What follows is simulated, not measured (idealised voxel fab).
Process module under the name voxel self aligned vias
Cross-sectional view cut (width: 280 nm; square cell size: 5 nm).
Format of a cross-section: grid, square cells. Given as bands. Order: top down. Band: one or more rows of cells.
The entry gives the band's vertical extent as a top height and a bottom height in nm, then its horizontal make-up as materials from left to right, each with a width in nm. "blank" stands for empty space; a single material marked "everywhere" fills the band edge to edge.
Beneath 0, the wafer as received is one material, and that level is where height counting begins. The lowest band goes on downward without a bottom; it is written like "0..down".
Width: "30..40" (first number = top row, second number = bottom row, same change from row to row of cells).
"nothing changed", as given for a step, is the statement that not any cell of the cross-section underwent a change during that step.
Listed in "Trapped cavities": every empty space of 8 or more cells without an open way to the top. Form: width x height at distance, the distance being from the left edge, all in nm.
Post-settings text on a step line: simulator's own remark regarding the step.
"overlay nm" answers the question of how far to the right of plan the mask lay on a step that has a mask, and when it is negative the answer is to the left.
[The planned process steps are enumerated hereunder]
1,RECEIVE | material Si
2,CONFORMAL_DEP | material SiO2 | thk nm 15
3,CONFORMAL_DEP | material SiCN | thk nm 5
4,DIRECTIONAL_DEP | material lowk | thk nm 30
5,MASKED_ETCH | tone open | mask id LINES | width nm 30 | pitch nm 75 | etch materials lowk | depth nm 30 | overlay nm 0
6,CONFORMAL_DEP | material TiN | thk nm 5
7,FILL_DEP | material W | thk nm 10
8,CMP | height nm 50
9,SELECTIVE_ETCH | etch materials W Ru TiN | depth nm 10
10,FILL_DEP | material SiN | thk nm 10
11,CMP | height nm 50
12,DIRECTIONAL_DEP | material lowk | thk nm 20
13,MASKED_ETCH | tone open | mask id VIAS | width nm 50 | etch materials lowk | depth nm 20 | overlay nm 0
14,MASKED_ETCH | tone open | mask id VIAS | width nm 50 | etch materials SiN | depth nm 10 | overlay nm 0
15,CONFORMAL_DEP | material TiN | thk nm 5
16,FILL_DEP | material Ru | thk nm 5
17,CMP | height nm 70
18,CONFORMAL_DEP | material SiN | thk nm 5
[Cross-section of the wafer at receipt, which is the condition after step 1]
> 0..down: Si everywhere
> Trapped cavities: none
[What the wafer looks like in cross-section after this module, when it starts as shown above and follows the plan above but one mistake is made in running it]
> 75..70: SiN everywhere
> 70..55: 70 lowk | 5 TiN | 50 Ru | 5 TiN | 150 lowk
> 55..50: 70 lowk | 20 TiN | 20 Ru | 20 TiN | 150 lowk
> 50..45: 85 lowk | 5 TiN | 20 Ru | 5 TiN | 45 lowk | 30 SiN | 90 lowk
> 45..40: 85 lowk | 30 TiN | 45 lowk | 30 SiN | 90 lowk
> 40..25: 85 lowk | 5 TiN | 20 W | 5 TiN | 45 lowk | 5 TiN | 20 W | 5 TiN | 90 lowk
> 25..20: 85 lowk | 30 TiN | 45 lowk | 30 TiN | 90 lowk
> 20..15: SiCN everywhere
> 15..0: SiO2 everywhere
> 0..down: Si everywhere
> Trapped cavities: none
Finding, execution versus plan: for step 13, the planned setting was not used; the step was instead run as MASKED_ETCH | tone open | mask id VIAS | width nm 60 | etch materials lowk | depth nm 20 | overlay nm 0
